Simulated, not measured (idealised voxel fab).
The process module presented herein is designated voxel gate over fins.
215 nm wide, 5 nm square cells: that's cross-section cut.
Square cells in a grid make up a cross-section in this document, and the grid is given as bands, listed from the top down, each one or more rows of cells. Quick guide to a band line: top height, bottom height (nm) up front; then every material left to right with its width in nm. Only one material and it's marked "edge to edge"? Then it fills the band edge to edge. And "air" just means empty space. Zero point of the height axis is 0; under it, received wafer = one material. Lowest band: continues down indefinitely, "top 0, no bottom". Quick explanation for "30 to 40": the width changes in equal steps down the rows of cells, from the first number in the band's top row to the second number in its bottom row. "no change occurred" means the step left every cell of the cross-section as it was. Any empty space of 8 cells or more lacking an open way to the top shows up in "Trapped void list" as width x height at distance, distance from the left edge, in nm. Where a step's line continues beyond its settings, the continuation is a remark by the simulator itself on that step. overlay nm: step with mask; distance mask lay right of planned place; negative value = left of planned place.
Process steps - plan:
- 1: RECEIVE (material Si)
- 2: CONFORMAL_DEP (material SiN; thk nm 10)
- 3: PATTERN (tone cover; mask id FINS; material resist; width nm 15; pitch nm 40; thk nm 15; overlay nm 0)
- 4: DIRECTIONAL_ETCH (etch materials SiN; depth nm 10)
- 5: DIRECTIONAL_ETCH (etch materials Si; depth nm 40)
- 6: STRIP (etch materials resist)
- 7: FILL_DEP (material SiO2; thk nm 15)
- 8: CMP (height nm 10)
- 9: SELECTIVE_ETCH (etch materials SiO2; depth nm 20)
- 10: STRIP (etch materials SiN)
- 11: CONFORMAL_DEP (material HfO2; thk nm 5)
- 12: CONFORMAL_DEP (material TiN; thk nm 5)
- 13: CONFORMAL_DEP (material TiAl; thk nm 5)
- 14: CONFORMAL_DEP (material TiN; thk nm 5)
- 15: FILL_DEP (material W; thk nm 15)
- 16: CMP (height nm 30)
- 17: CONFORMAL_DEP (material SiN; thk nm 10)
The first of two wafers, run as planned:
Wafer at receipt (post step 1), cross-section:
	top 0, no bottom | Si edge to edge
	Trapped void list: none
Cross-section through the wafer, step 2 finished:
	top 10, bottom 0 | SiN edge to edge
	Anything lower than 0 is untouched.
Cross-section through the wafer, step 3 finished:
	top 25, bottom 10 | air 40 / resist 15 / air 25 / resist 15 / air 25 / resist 15 / air 25 / resist 15 / air 40
	Anything lower than 10 is untouched.
Cross-section through the wafer, step 4 finished:
	top 25, bottom 10 | air 40 / resist 15 / air 25 / resist 15 / air 25 / resist 15 / air 25 / resist 15 / air 40
	top 10, bottom 0 | air 40 / SiN 15 / air 25 / SiN 15 / air 25 / SiN 15 / air 25 / SiN 15 / air 40
	Anything lower than 0 is untouched.
Cross-section through the wafer, step 5 finished:
	top 25, bottom 10 | air 40 / resist 15 / air 25 / resist 15 / air 25 / resist 15 / air 25 / resist 15 / air 40
	top 10, bottom 0 | air 40 / SiN 15 / air 25 / SiN 15 / air 25 / SiN 15 / air 25 / SiN 15 / air 40
	top 0, bottom -40 | air 40 / Si 15 / air 25 / Si 15 / air 25 / Si 15 / air 25 / Si 15 / air 40
	Anything lower than -40 is untouched.
Cross-section through the wafer, step 6 finished:
	top 10, bottom 0 | air 40 / SiN 15 / air 25 / SiN 15 / air 25 / SiN 15 / air 25 / SiN 15 / air 40
	Anything lower than 0 is untouched.
Cross-section through the wafer, step 7 finished:
	top 25, bottom 10 | SiO2 edge to edge
	top 10, bottom 0 | SiO2 40 / SiN 15 / SiO2 25 / SiN 15 / SiO2 25 / SiN 15 / SiO2 25 / SiN 15 / SiO2 40
	top 0, bottom -40 | SiO2 40 / Si 15 / SiO2 25 / Si 15 / SiO2 25 / Si 15 / SiO2 25 / Si 15 / SiO2 40
	Anything lower than -40 is untouched.
Cross-section through the wafer, step 8 finished:
	top 10, bottom 0 | SiO2 40 / SiN 15 / SiO2 25 / SiN 15 / SiO2 25 / SiN 15 / SiO2 25 / SiN 15 / SiO2 40
	Anything lower than 0 is untouched.
Cross-section through the wafer, step 9 finished:
	top 10, bottom 0 | air 40 / SiN 15 / air 25 / SiN 15 / air 25 / SiN 15 / air 25 / SiN 15 / air 40
	top 0, bottom -10 | air 40 / Si 15 / air 25 / Si 15 / air 25 / Si 15 / air 25 / Si 15 / air 40
	Anything lower than -10 is untouched.
Cross-section through the wafer, step 10 finished:
	top 0, bottom -10 | air 40 / Si 15 / air 25 / Si 15 / air 25 / Si 15 / air 25 / Si 15 / air 40
	Anything lower than -10 is untouched.
Cross-section through the wafer, step 11 finished:
	top 5, bottom 0 | air 35 / HfO2 25 / air 15 / HfO2 25 / air 15 / HfO2 25 / air 15 / HfO2 25 / air 35
	top 0, bottom -5 | air 35 / HfO2 5 / Si 15 / HfO2 5 / air 15 / HfO2 5 / Si 15 / HfO2 5 / air 15 / HfO2 5 / Si 15 / HfO2 5 / air 15 / HfO2 5 / Si 15 / HfO2 5 / air 35
	top -5, bottom -10 | HfO2 40 / Si 15 / HfO2 25 / Si 15 / HfO2 25 / Si 15 / HfO2 25 / Si 15 / HfO2 40
	Anything lower than -10 is untouched.
Cross-section through the wafer, step 12 finished:
	top 10, bottom 5 | air 30 / TiN 35 / air 5 / TiN 35 / air 5 / TiN 35 / air 5 / TiN 35 / air 30
	top 5, bottom 0 | air 30 / TiN 5 / HfO2 25 / TiN 5 / air 5 / TiN 5 / HfO2 25 / TiN 5 / air 5 / TiN 5 / HfO2 25 / TiN 5 / air 5 / TiN 5 / HfO2 25 / TiN 5 / air 30
	top 0, bottom -5 | TiN 35 / HfO2 5 / Si 15 / HfO2 5 / TiN 15 / HfO2 5 / Si 15 / HfO2 5 / TiN 15 / HfO2 5 / Si 15 / HfO2 5 / TiN 15 / HfO2 5 / Si 15 / HfO2 5 / TiN 35
	Anything lower than -5 is untouched.
Cross-section through the wafer, step 13 finished:
	top 15, bottom 10 | air 25 / TiAl 165 / air 25
	top 10, bottom 5 | air 25 / TiAl 5 / TiN 35 / TiAl 5 / TiN 35 / TiAl 5 / TiN 35 / TiAl 5 / TiN 35 / TiAl 5 / air 25
	top 5, bottom 0 | TiAl 30 / TiN 5 / HfO2 25 / TiN 5 / TiAl 5 / TiN 5 / HfO2 25 / TiN 5 / TiAl 5 / TiN 5 / HfO2 25 / TiN 5 / TiAl 5 / TiN 5 / HfO2 25 / TiN 5 / TiAl 30
	Anything lower than 0 is untouched.
Cross-section through the wafer, step 14 finished:
	top 20, bottom 15 | air 20 / TiN 175 / air 20
	top 15, bottom 10 | air 20 / TiN 5 / TiAl 165 / TiN 5 / air 20
	top 10, bottom 5 | TiN 25 / TiAl 5 / TiN 35 / TiAl 5 / TiN 35 / TiAl 5 / TiN 35 / TiAl 5 / TiN 35 / TiAl 5 / TiN 25
	Anything lower than 5 is untouched.
Cross-section through the wafer, step 15 finished:
	top 35, bottom 20 | W edge to edge
	top 20, bottom 15 | W 20 / TiN 175 / W 20
	top 15, bottom 10 | W 20 / TiN 5 / TiAl 165 / TiN 5 / W 20
	Anything lower than 10 is untouched.
Cross-section through the wafer, step 16 finished:
	top 30, bottom 20 | W edge to edge
	Anything lower than 20 is untouched.
Cross-section through the wafer, step 17 finished:
	top 40, bottom 30 | SiN edge to edge
	Anything lower than 30 is untouched.
Companion wafer, the second of two: same beginning, same intended sequence, one mistake in carrying it out; through step 2 inclusive it tracks the first exactly:
Cross-section of the second wafer at the time step 3 of the plan should have ended:
	top 25, bottom 10 | air 40 / resist 20 / air 20 / resist 20 / air 20 / resist 20 / air 20 / resist 20 / air 35
	Anything lower than 10 is untouched.
Cross-section of the second wafer at the time step 4 of the plan should have ended:
	top 25, bottom 10 | air 40 / resist 20 / air 20 / resist 20 / air 20 / resist 20 / air 20 / resist 20 / air 35
	top 10, bottom 0 | air 40 / SiN 20 / air 20 / SiN 20 / air 20 / SiN 20 / air 20 / SiN 20 / air 35
	Anything lower than 0 is untouched.
Cross-section of the second wafer at the time step 5 of the plan should have ended:
	top 25, bottom 10 | air 40 / resist 20 / air 20 / resist 20 / air 20 / resist 20 / air 20 / resist 20 / air 35
	top 10, bottom 0 | air 40 / SiN 20 / air 20 / SiN 20 / air 20 / SiN 20 / air 20 / SiN 20 / air 35
	top 0, bottom -40 | air 40 / Si 20 / air 20 / Si 20 / air 20 / Si 20 / air 20 / Si 20 / air 35
	Anything lower than -40 is untouched.
Cross-section of the second wafer at the time step 6 of the plan should have ended:
	top 10, bottom 0 | air 40 / SiN 20 / air 20 / SiN 20 / air 20 / SiN 20 / air 20 / SiN 20 / air 35
	Anything lower than 0 is untouched.
Cross-section of the second wafer at the time step 7 of the plan should have ended:
	top 25, bottom 10 | SiO2 edge to edge
	top 10, bottom 0 | SiO2 40 / SiN 20 / SiO2 20 / SiN 20 / SiO2 20 / SiN 20 / SiO2 20 / SiN 20 / SiO2 35
	top 0, bottom -40 | SiO2 40 / Si 20 / SiO2 20 / Si 20 / SiO2 20 / Si 20 / SiO2 20 / Si 20 / SiO2 35
	Anything lower than -40 is untouched.
Cross-section of the second wafer at the time step 8 of the plan should have ended:
	top 10, bottom 0 | SiO2 40 / SiN 20 / SiO2 20 / SiN 20 / SiO2 20 / SiN 20 / SiO2 20 / SiN 20 / SiO2 35
	Anything lower than 0 is untouched.
Cross-section of the second wafer at the time step 9 of the plan should have ended:
	top 10, bottom 0 | air 40 / SiN 20 / air 20 / SiN 20 / air 20 / SiN 20 / air 20 / SiN 20 / air 35
	top 0, bottom -10 | air 40 / Si 20 / air 20 / Si 20 / air 20 / Si 20 / air 20 / Si 20 / air 35
	Anything lower than -10 is untouched.
Cross-section of the second wafer at the time step 10 of the plan should have ended:
	top 0, bottom -10 | air 40 / Si 20 / air 20 / Si 20 / air 20 / Si 20 / air 20 / Si 20 / air 35
	Anything lower than -10 is untouched.
Cross-section of the second wafer at the time step 11 of the plan should have ended:
	top 5, bottom 0 | air 35 / HfO2 30 / air 10 / HfO2 30 / air 10 / HfO2 30 / air 10 / HfO2 30 / air 30
	top 0, bottom -5 | air 35 / HfO2 5 / Si 20 / HfO2 5 / air 10 / HfO2 5 / Si 20 / HfO2 5 / air 10 / HfO2 5 / Si 20 / HfO2 5 / air 10 / HfO2 5 / Si 20 / HfO2 5 / air 30
	top -5, bottom -10 | HfO2 40 / Si 20 / HfO2 20 / Si 20 / HfO2 20 / Si 20 / HfO2 20 / Si 20 / HfO2 35
	Anything lower than -10 is untouched.
Cross-section of the second wafer at the time step 12 of the plan should have ended:
	top 10, bottom 5 | air 30 / TiN 160 / air 25
	top 5, bottom 0 | air 30 / TiN 5 / HfO2 30 / TiN 10 / HfO2 30 / TiN 10 / HfO2 30 / TiN 10 / HfO2 30 / TiN 5 / air 25
	top 0, bottom -5 | TiN 35 / HfO2 5 / Si 20 / HfO2 5 / TiN 10 / HfO2 5 / Si 20 / HfO2 5 / TiN 10 / HfO2 5 / Si 20 / HfO2 5 / TiN 10 / HfO2 5 / Si 20 / HfO2 5 / TiN 30
	Anything lower than -5 is untouched.
Cross-section of the second wafer at the time step 13 of the plan should have ended:
	top 15, bottom 10 | air 25 / TiAl 170 / air 20
	top 10, bottom 5 | air 25 / TiAl 5 / TiN 160 / TiAl 5 / air 20
	top 5, bottom 0 | TiAl 30 / TiN 5 / HfO2 30 / TiN 10 / HfO2 30 / TiN 10 / HfO2 30 / TiN 10 / HfO2 30 / TiN 5 / TiAl 25
	Anything lower than 0 is untouched.
Cross-section of the second wafer at the time step 14 of the plan should have ended:
	top 20, bottom 15 | air 20 / TiN 180 / air 15
	top 15, bottom 10 | air 20 / TiN 5 / TiAl 170 / TiN 5 / air 15
	top 10, bottom 5 | TiN 25 / TiAl 5 / TiN 160 / TiAl 5 / TiN 20
	Anything lower than 5 is untouched.
Cross-section of the second wafer at the time step 15 of the plan should have ended:
	top 35, bottom 20 | W edge to edge
	top 20, bottom 15 | W 20 / TiN 180 / W 15
	top 15, bottom 10 | W 20 / TiN 5 / TiAl 170 / TiN 5 / W 15
	Anything lower than 10 is untouched.
Cross-section of the second wafer at the time step 16 of the plan should have ended:
	top 30, bottom 20 | W edge to edge
	Anything lower than 20 is untouched.
Cross-section of the second wafer at the time step 17 of the plan should have ended:
	top 40, bottom 30 | SiN edge to edge
	Anything lower than 30 is untouched.
Run error: step 3 ran as: PATTERN (tone cover; mask id FINS; material resist; width nm 20; pitch nm 40; thk nm 15; overlay nm 0)
Final wafer comparison in cells, second versus first, more or fewer per material: Si: 32 more, SiO2: 24 fewer, TiAl: 6 fewer, W: 2 fewer
